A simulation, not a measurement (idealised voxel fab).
The following is a process module called voxel self aligned vias.
FYI the section here is cut, 220 nm wide, cells are 5 nm squares.
Reading order for cross-sections: top band down to bottom band. Underlying form: a grid of square cells. Band size: one or more rows of cells.
Band entry format. Leading values: height of top, height of bottom, nm. Remainder: materials in left-to-right order, each with its width in nm. Special words: "edge to edge" on a single material, which then fills the band edge to edge; "empty", empty space.
Zero point of the height axis is 0; under it, received wafer = one material. Lowest band: continues down indefinitely, "0 -> down".
A width such as "30..40" changes by the same amount from each row of cells to the next, from the band's top row to its bottom row.
"no alteration" (step): cross-section cells unchanged, all of them.
Empty spaces counting at least 8 cells and having no open way to the top are listed in "Closed empty spaces". The notation width x height at distance is used for each, the distance being from the left edge and all three values in nm.
The remark found on a step's line after its settings is issued by the simulator itself and pertains to that step.
What "overlay nm" on a step's line means: if the step has a mask, that mask lay this far to the right of its planned place, or, when the value is negative, to the left.

**This section lists the process steps that were planned**
1 RECEIVE (material Si)
2 CONFORMAL_DEP (material SiO2; thk nm 10)
3 CONFORMAL_DEP (material SiCN; thk nm 5)
4 DIRECTIONAL_DEP (material lowk; thk nm 20)
5 PATTERN (tone open; mask id LINES; material resist; width nm 25; pitch nm 70; thk nm 15; overlay nm 0)
6 DIRECTIONAL_ETCH (etch materials lowk; depth nm 20)
7 STRIP (etch materials resist)
8 CONFORMAL_DEP (material TiN; thk nm 5)
9 FILL_DEP (material W; thk nm 5)
10 CMP (height nm 35)
11 SELECTIVE_ETCH (etch materials W Ru TiN; depth nm 5)
12 FILL_DEP (material SiN; thk nm 5)
13 CMP (height nm 35)
14 DIRECTIONAL_DEP (material lowk; thk nm 20)
15 PATTERN (tone open; mask id VIAS; material resist; width nm 45; thk nm 20; overlay nm 0)
16 DIRECTIONAL_ETCH (etch materials lowk; depth nm 20)
17 DIRECTIONAL_ETCH (etch materials SiN; depth nm 5)
18 STRIP (etch materials resist)
19 CONFORMAL_DEP (material TiN; thk nm 5)
20 FILL_DEP (material W; thk nm 5)
21 CMP (height nm 55)
22 CONFORMAL_DEP (material SiCN; thk nm 5)

**As-received state of the wafer in cross-section, equivalent to post-step 1**
	0 -> down | Si edge to edge
	Closed empty spaces: none

**Wafer cross-section at module end: first of two, run to plan**
	60 -> 55 | SiCN edge to edge
	55 -> 40 | lowk (50) / TiN (5) / W (35) / TiN (5) / lowk (125)
	40 -> 35 | lowk (50) / TiN (15) / W (15) / TiN (15) / lowk (125)
	35 -> 30 | lowk (60) / TiN (25) / lowk (45) / SiN (25) / lowk (65)
	30 -> 20 | lowk (60) / TiN (5) / W (15) / TiN (5) / lowk (45) / TiN (5) / W (15) / TiN (5) / lowk (65)
	20 -> 15 | lowk (60) / TiN (25) / lowk (45) / TiN (25) / lowk (65)
	15 -> 10 | SiCN edge to edge
	10 -> 0 | SiO2 edge to edge
	0 -> down | Si edge to edge
	Closed empty spaces: none

**Wafer two, end of module, cross-section. Same start, same plan as wafer one. One mistake in the run**
	60 -> 55 | SiCN edge to edge
	55 -> 40 | lowk (40) / TiN (5) / W (35) / TiN (5) / lowk (135)
	40 -> 35 | lowk (40) / TiN (25) / W (15) / TiN (5) / lowk (135)
	35 -> 30 | lowk (60) / TiN (25) / lowk (45) / SiN (25) / lowk (65)
	30 -> 20 | lowk (60) / TiN (5) / W (15) / TiN (5) / lowk (45) / TiN (5) / W (15) / TiN (5) / lowk (65)
	20 -> 15 | lowk (60) / TiN (25) / lowk (45) / TiN (25) / lowk (65)
	15 -> 10 | SiCN edge to edge
	10 -> 0 | SiO2 edge to edge
	0 -> down | Si edge to edge
	Closed empty spaces: none
Where did the run depart from the plan? step 15 ran differently from the plan; actual operation with settings: PATTERN (tone open; mask id VIAS; material resist; width nm 45; thk nm 20; overlay nm -10)
Comparing end states, the material composition by cell count is preserved from the first wafer to the second, while the locations of the cells are not.
